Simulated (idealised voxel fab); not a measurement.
Process module, titled voxel self aligned vias
235 nm wide, 5 nm square cells: that's cross-section cut.
Heads up, the way a cross-section reads in here is a grid of square cells, handed over as bands from the top down, with every band being one or more rows of cells. Each band's line starts with the height of the band's top and of its bottom, in nm. Then come its materials from left to right, each with its width in nm. One material with "edge to edge" fills the band from edge to edge. "blank" is empty space. Height 0 is the level under which the wafer as received is all one material. The lowest band goes on downwards, as in "0 nm and below". With a width like "30..40", each row of cells in the band differs from the next by the same amount, the top row carrying the first number and the bottom row the second. Step marked "same as before"? Then no cell in the cross-section changed in it. This entry, "Closed-off voids", enumerates those empty regions of no fewer than 8 cells that possess no open connection to the top. Each region is reported in the form width x height at distance, the distance being taken from the left edge, with all three quantities expressed in nm. Formally, on a step line, whatever follows the settings is a remark that the simulator itself makes on the step. overlay nm: mask offset rightward from planned place, masked step; negative means leftward offset.

PROCESS STEPS - PLAN
1) RECEIVE,material Si
2) CONFORMAL_DEP,material SiO2,thk nm 10
3) CONFORMAL_DEP,material SiCN,thk nm 5
4) DIRECTIONAL_DEP,material SiO2,thk nm 30
5) MASKED_ETCH,tone open,mask id LINES,width nm 25,pitch nm 70,etch materials SiO2,depth nm 30,overlay nm -15
6) CONFORMAL_DEP,material TiN,thk nm 5
7) FILL_DEP,material Ru,thk nm 5
8) CMP,height nm 45
9) SELECTIVE_ETCH,etch materials W Ru TiN,depth nm 10
10) FILL_DEP,material SiN,thk nm 10
11) CMP,height nm 45
12) DIRECTIONAL_DEP,material SiO2,thk nm 15
13) DIRECTIONAL_DEP,material aC,thk nm 10
14) PATTERN,tone open,mask id VIAS,material resist,width nm 45,pitch nm 70,thk nm 30,overlay nm 0
15) DIRECTIONAL_ETCH,etch materials aC,depth nm 10
16) STRIP,etch materials resist
17) DIRECTIONAL_ETCH,etch materials SiO2,depth nm 15
18) DIRECTIONAL_ETCH,etch materials SiN,depth nm 10
19) STRIP,etch materials aC
20) CONFORMAL_DEP,material TiN,thk nm 5
21) FILL_DEP,material W,thk nm 10
22) CMP,height nm 60
23) CONFORMAL_DEP,material SiN,thk nm 5
Split variable: overlay nm, step 5. Plan value = first wafer. Wafers start alike.

CROSS-SECTION: THE FIRST OF SEVERAL WAFERS IN ITS AS-RECEIVED STATE, I.E. FOLLOWING STEP 1
* 0 nm and below: Si edge to edge
* Closed-off voids: none

TABLE: WAFERS, A ROW EACH; END-OF-MODULE CELL CHANGE PER MATERIAL SINCE RECEIPT, GAIN (+), LOSS (-); THEN CLOSED VOIDS
overlay nm -15, +18 Ru, +47 SiCN, +51 SiN, +403 SiO2, +56 TiN, +36 W, Closed-off voids: none
overlay nm -10, +18 Ru, +47 SiCN, +47 SiN, +403 SiO2, +56 TiN, +40 W, Closed-off voids: none
overlay nm -5, +18 Ru, +47 SiCN, +47 SiN, +403 SiO2, +56 TiN, +40 W, Closed-off voids: none
overlay nm 0, +18 Ru, +47 SiCN, +47 SiN, +403 SiO2, +56 TiN, +40 W, Closed-off voids: none
overlay nm 5, +18 Ru, +47 SiCN, +47 SiN, +403 SiO2, +56 TiN, +40 W, Closed-off voids: none
overlay nm 10, +18 Ru, +47 SiCN, +47 SiN, +403 SiO2, +56 TiN, +40 W, Closed-off voids: none
overlay nm 15, +18 Ru, +47 SiCN, +51 SiN, +403 SiO2, +56 TiN, +36 W, Closed-off voids: none
